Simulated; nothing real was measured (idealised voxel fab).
process module | voxel gate over fins
cross-section cut | 220 nm wide | cells 5 nm
A cross-section is a grid of square cells, given in bands from the top down. A band is one or more rows of cells.
Each band's line starts with the height of the band's top and of its bottom, in nm. Then come its materials from left to right, each with its width in nm. One material with "throughout" fills the band from edge to edge. "air" is empty space.
Height 0 is the level under which the wafer as received is all one material. The lowest band goes on downwards, as in "0 down".
A width such as "30 to 40" changes by the same amount from each row of cells to the next, from the band's top row to its bottom row.
"no change" after a step means that no cell of the cross-section changed.
closed voids: empty space of 8 cells or more with no open way to the top, each as width x height at its distance from the left edge, in nm
after a step's settings: what the simulator itself notes on the step
overlay nm, on a step with a mask: how far to the right of its planned place the mask lay; to the left if negative
plan
1 op RECEIVE | material Si
2 op CONFORMAL_DEP | material SiN | thk nm 5
3 op DIRECTIONAL_DEP | material aC | thk nm 5
4 op PATTERN | tone cover | mask id FINS | material resist | width nm 15 | pitch nm 45 | thk nm 30 | overlay nm 0
5 op DIRECTIONAL_ETCH | etch materials aC | depth nm 15
6 op STRIP | etch materials resist
7 op DIRECTIONAL_ETCH | etch materials SiN | depth nm 5
8 op DIRECTIONAL_ETCH | etch materials Si | depth nm 40
9 op STRIP | etch materials aC
10 op OXIDIZE | depth nm 5
11 op FILL_DEP | material SiO2 | thk nm 10
12 op CMP | height nm 5
13 op SELECTIVE_ETCH | etch materials SiO2 | depth nm 20
14 op STRIP | etch materials SiN
15 op CONFORMAL_DEP | material HfO2 | thk nm 5
16 op CONFORMAL_DEP | material TiN | thk nm 5
17 op FILL_DEP | material W | thk nm 15
18 op CMP | height nm 20
19 op CONFORMAL_DEP | material SiCN | thk nm 5
varied across the wafers: thk nm of step 3. The plan shows the first wafer's value. All wafers start alike
first wafer as received, after step 1
  0 down: Si throughout
  closed voids: none
each wafer at the end: cells of each material gained (+) or lost (-) since it was received, then its closed voids
thk nm 5 | +62 HfO2 | -369 Si | +44 SiCN | +246 SiO2 | +62 TiN | +175 W | closed voids: none
thk nm 10 | +62 HfO2 | -369 Si | +44 SiCN | +246 SiO2 | +62 TiN | +175 W | closed voids: none
thk nm 15 | +62 HfO2 | -369 Si | +44 SiCN | +246 SiO2 | +62 TiN | +175 W | closed voids: none
thk nm 20 | +44 HfO2 | +44 SiCN | +44 TiN | +88 W | closed voids: none
thk nm 25 | +44 HfO2 | +44 SiCN | +44 TiN | +88 W | closed voids: none
thk nm 30 | +44 HfO2 | +44 SiCN | +44 TiN | +88 W | closed voids: none
